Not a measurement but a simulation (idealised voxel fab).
The process module that follows is named voxel released beams.
The cross-section on display is named cut; it measures 220 nm wide, and its cells are 5 nm squares.
Reading order for cross-sections: top band down to bottom band. Underlying form: a grid of square cells. Band size: one or more rows of cells.
Band entry format. Leading values: height of top, height of bottom, nm. Remainder: materials in left-to-right order, each with its width in nm. Special words: "everywhere" on a single material, which then fills the band edge to edge; "empty", empty space.
Heads up on the height convention: 0 is the point under which the incoming wafer is all one material, and the lowest band has no bottom, it just keeps going down, like "z 0 and below".
Read "30->40" as a graded width: first number on top, second number at the bottom, same change between each pair of neighbouring rows.
It should be understood that the words "left unchanged", when stated for a given step, signify that the cross-section underwent no change in any of its cells during that step.
"Closed void roster" enumerates empty spaces isolated from the top, with no open way to it, that contain at least 8 cells, giving each as width x height at distance from the left edge, all three in nm.
Step line, after settings: the simulator's comment on this step.
overlay nm: right-of-plan distance of the mask on a masked step; negative values mean left-of-plan.
### Planned process steps
1) RECEIVE | material Si
2) CONFORMAL_DEP | material SiN | thk nm 10
3) DIRECTIONAL_DEP | material SiO2 | thk nm 15
4) MASKED_ETCH | tone open | mask id ANCHOR | width nm 45 | etch materials SiO2 | depth nm 15 | overlay nm 0
5) CONFORMAL_DEP | material TiN | thk nm 15
6) PATTERN | tone cover | mask id BEAM | material resist | width nm 130 | thk nm 20 | overlay nm 0
7) DIRECTIONAL_ETCH | etch materials TiN | depth nm 15
8) STRIP | etch materials resist
9) STRIP | etch materials SiO2
### Cross-section of the wafer at receipt, which is the condition after step 1
* z 0 and below  Si everywhere
* Closed void roster: none
### Cross-section: first of two wafers, module finished, run according to plan
* z 40 to 25  40 nm empty | 20 nm TiN | 15 nm empty | 95 nm TiN | 50 nm empty
* z 25 to 10  45 nm empty | 45 nm TiN | 130 nm empty
* z 10 to 0  SiN everywhere
* z 0 and below  Si everywhere
* Closed void roster: none
### This cross-section belongs to the second wafer of two at the end of the module; the start and the plan were shared with the first, and the run included one mistake
* z 40 to 25  40 nm empty | 65 nm TiN | 115 nm empty
* z 25 to 10  30 nm empty | 15 nm TiN | 45 nm SiO2 | 80 nm TiN | 50 nm empty
* z 10 to 0  SiN everywhere
* z 0 and below  Si everywhere
* Closed void roster: none
What broke from the plan during processing? step 4, actual vs plan mismatch, actual run MASKED_ETCH | tone cover | mask id ANCHOR | width nm 45 | etch materials SiO2 | depth nm 15 | overlay nm 0
At the finish, the second wafer shows more or fewer cells for some materials than the first does: SiO2: 27 more
